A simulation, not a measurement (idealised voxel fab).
voxel double patterning: a process module
Square cell edge 5 nm, section width 235 nm, ID cut.
Each cross-section below is a grid of square cells, stated as bands in top-down order, with one or more rows of cells making up each band. Basically the band line says how high the top is and how high the bottom is, in nm, and then what's in it from left to right, every material with its width in nm. Empty space shows up as "blank", and if a single material carries "edge to edge" it runs the full band edge to edge. Heights from 0 (as-received wafer is one material below). Bottom band endless downward, as "0 down". It should be noted that a width expressed as "30->40" varies in equal increments from row to row of cells within the band, taking the value of the first number at the top row and that of the second number at the bottom row. What does "identical to before" mean for a step? It means no cell of the cross-section changed in that step. "Sealed void list" lists enclosed empty spaces (at least 8 cells, no open path upward to the top), each as width x height at distance from the left edge, in nm. Step line, after settings: the simulator's comment on this step. Regarding "overlay nm": on a step with a mask, it is the distance the mask lay to the right of its planned place; a negative value places it to the left.

PROCESS STEPS (PLANNED)
1: RECEIVE,material Si
2: CONFORMAL_DEP,material SiO2,thk nm 10
3: DIRECTIONAL_DEP,material W,thk nm 15
4: DIRECTIONAL_DEP,material SiN,thk nm 10
5: MASKED_ETCH,tone open,mask id FIRST,width nm 15,pitch nm 50,etch materials SiN,depth nm 10,overlay nm 0
6: DIRECTIONAL_DEP,material aC,thk nm 15
7: PATTERN,tone open,mask id SECOND,material resist,width nm 15,pitch nm 50,thk nm 35,overlay nm 0
8: DIRECTIONAL_ETCH,etch materials aC,depth nm 15
9: STRIP,etch materials resist
10: DIRECTIONAL_ETCH,etch materials SiN,depth nm 10
11: STRIP,etch materials aC
12: DIRECTIONAL_ETCH,etch materials W,depth nm 15
13: STRIP,etch materials SiN

THE CROSS-SECTION HERE SHOWS THE WAFER AS RECEIVED, I.E. IN ITS STATE AFTER STEP 1
	0 down = Si edge to edge
	Sealed void list: none

STARTING STRUCTURE AND PROCESS PLAN ARE AS SHOWN ABOVE, BUT ONE MISTAKE WAS MADE IN RUNNING THE MODULE; THE WAFER CROSS-SECTION AT THE END OF THE MODULE FOLLOWS
	25 to 10 = 60 nm W; 15 nm blank; 10 nm W; 20 nm blank; 5 nm W; 15 nm blank; 10 nm W; 20 nm blank; 5 nm W; 15 nm blank; 60 nm W
	10 to 0 = SiO2 edge to edge
	0 down = Si edge to edge
	Sealed void list: none
Short version of what went wrong: step 7: run off-plan, actual operation and settings PATTERN,tone open,mask id SECOND,material resist,width nm 20,pitch nm 50,thk nm 35,overlay nm 0
